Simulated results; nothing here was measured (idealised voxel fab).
process module | voxel ribs on slabs
cross-section cut | 250 nm wide | cells 5 nm
A cross-section is a grid of square cells, given in bands from the top down. A band is one or more rows of cells.
Each band's line starts with the height of the band's top and of its bottom, in nm. Then come its materials from left to right, each with its width in nm. One material with "throughout" fills the band from edge to edge. "air" is empty space.
Height 0 is the level under which the wafer as received is all one material. The lowest band goes on downwards, as in "0 down".
A width such as "30 to 40" changes by the same amount from each row of cells to the next, from the band's top row to its bottom row.
"no change" after a step means that no cell of the cross-section changed.
closed voids: empty space of 8 cells or more with no open way to the top, each as width x height at its distance from the left edge, in nm
after a step's settings: what the simulator itself notes on the step
overlay nm, on a step with a mask: how far to the right of its planned place the mask lay; to the left if negative
plan
1 op RECEIVE | material Si
2 op DIRECTIONAL_DEP | material SiO2 | thk nm 30
3 op DIRECTIONAL_DEP | material SiN | thk nm 15
4 op PATTERN | tone cover | mask id RIB | material resist | width nm 25 | thk nm 15 | overlay nm 0
5 op DIRECTIONAL_ETCH | etch materials SiN | depth nm 5
6 op STRIP | etch materials resist
7 op MASKED_ETCH | tone cover | mask id SLAB | width nm 75 | etch materials SiN | depth nm 10 | overlay nm 0
8 op FILL_DEP | material SiO2 | thk nm 25
9 op CMP | height nm 60
10 op DIRECTIONAL_DEP | material TiN | thk nm 10
11 op DIRECTIONAL_DEP | material aC | thk nm 10
12 op PATTERN | tone cover | mask id HEATER | material resist | width nm 35 | thk nm 30 | overlay nm 0
13 op DIRECTIONAL_ETCH | etch materials aC | depth nm 10
14 op STRIP | etch materials resist
15 op DIRECTIONAL_ETCH | etch materials TiN | depth nm 10
16 op STRIP | etch materials aC
17 op CONFORMAL_DEP | material SiN | thk nm 5
as received, after step 1
  0 down: Si throughout
  closed voids: none
first wafer at the end, as planned
  75 to 70: air 100 | SiN 45 | air 105
  70 to 65: air 100 | SiN 5 | TiN 35 | SiN 5 | air 105
  65 to 60: SiN 105 | TiN 35 | SiN 110
  60 to 45: SiO2 throughout
  45 to 40: SiO2 110 | SiN 25 | SiO2 115
  40 to 30: SiO2 85 | SiN 75 | SiO2 90
  30 to 0: SiO2 throughout
  0 down: Si throughout
  closed voids: none
second wafer at the end: like start, like plan, one mistake
  75 to 70: air 100 | SiN 45 | air 105
  70 to 65: air 100 | SiN 5 | TiN 35 | SiN 5 | air 105
  65 to 60: SiN 105 | TiN 35 | SiN 110
  60 to 45: SiO2 throughout
  45 to 40: SiO2 105 | SiN 35 | SiO2 110
  40 to 30: SiO2 85 | SiN 75 | SiO2 90
  30 to 0: SiO2 throughout
  0 down: Si throughout
  closed voids: none
what went wrong: step 4 ran as: op PATTERN | tone cover | mask id RIB | material resist | width nm 35 | thk nm 15 | overlay nm 0
at the end the second wafer has, in cells: 2 more of SiN | 2 fewer of SiO2
